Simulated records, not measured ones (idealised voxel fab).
Process module name: voxel tone inversion
Section cut is 155 nm wide and gridded with 5 nm square cells.
We lay out every cross-section as a grid of square cells and spell it out in bands from the top down, where one band means one or more rows of cells. Basically the band line says how high the top is and how high the bottom is, in nm, and then what's in it from left to right, every material with its width in nm. Empty space shows up as "empty", and if a single material carries "all across" it runs the full band edge to edge. Below 0: as-received wafer, all one material; heights counted from there. Lowest band: no bottom, goes on down, written "from 0 down". Per-row width for "30..40": begins at first number (top row of band), ends at second number (bottom row), increment between rows held constant. A step reported as "changes: none" is a step in which no cell of the cross-section changed. "Fully closed voids": sealed empty spaces, 8 cells or more, no open way to top, listed width x height at distance, with distance from the left edge and width, height and distance in nm. Where a step's line continues beyond its settings, the continuation is a remark by the simulator itself on that step. overlay nm: where the mask lay relative to plan, measured to the right, on steps with a mask; negatives go left.
# Steps in the process plan
1 op RECEIVE | material Si
2 op CONFORMAL_DEP | material SiN | thk nm 5
3 op DIRECTIONAL_DEP | material polySi | thk nm 15
4 op PATTERN | tone cover | mask id POSTS | material resist | width nm 25 | pitch nm 55 | thk nm 20 | overlay nm 0
5 op DIRECTIONAL_ETCH | etch materials polySi | depth nm 15
6 op STRIP | etch materials resist
7 op FILL_DEP | material lowk | thk nm 5
8 op CMP | height nm 20
9 op STRIP | etch materials polySi
10 op CONFORMAL_DEP | material TiN | thk nm 5
11 op FILL_DEP | material Ru | thk nm 10
12 op CMP | height nm 20
13 op CONFORMAL_DEP | material SiN | thk nm 5
For clarity, it should be stated that the wafers under discussion commence in an identical condition and differ with respect to the thk nm of step 2, the plan indicating the value that the first wafer had.
# Incoming state of the first of several wafers in cross-section: after step 1
	from 0 down = Si all across
	Fully closed voids: none
# Module end state after final step 13: cross-section of the first of several wafers
	from 25 to 20 = SiN all across
	from 20 to 10 = lowk: 35 / TiN: 5 / Ru: 15 / TiN: 5 / lowk: 30 / TiN: 5 / Ru: 15 / TiN: 5 / lowk: 40
	from 10 to 5 = lowk: 35 / TiN: 25 / lowk: 30 / TiN: 25 / lowk: 40
	from 5 to 0 = SiN all across
	from 0 down = Si all across
	Fully closed voids: none
# A cross-section through the last wafer at the close of the module
	from 25 to 0 = SiN all across
	from 0 down = Si all across
	Fully closed voids: none
# Take any row and you have a wafer at the end of the module: how many cells of each material it has gained (+) or lost (-) since it was received, and then its closed voids
thk nm 5; +12 Ru; +62 SiN; +18 TiN; +63 lowk; Fully closed voids: none
thk nm 10; +6 Ru; +93 SiN; +14 TiN; +42 lowk; Fully closed voids: none
thk nm 15; +124 SiN; +10 TiN; +21 lowk; Fully closed voids: none
thk nm 20; +155 SiN; Fully closed voids: none
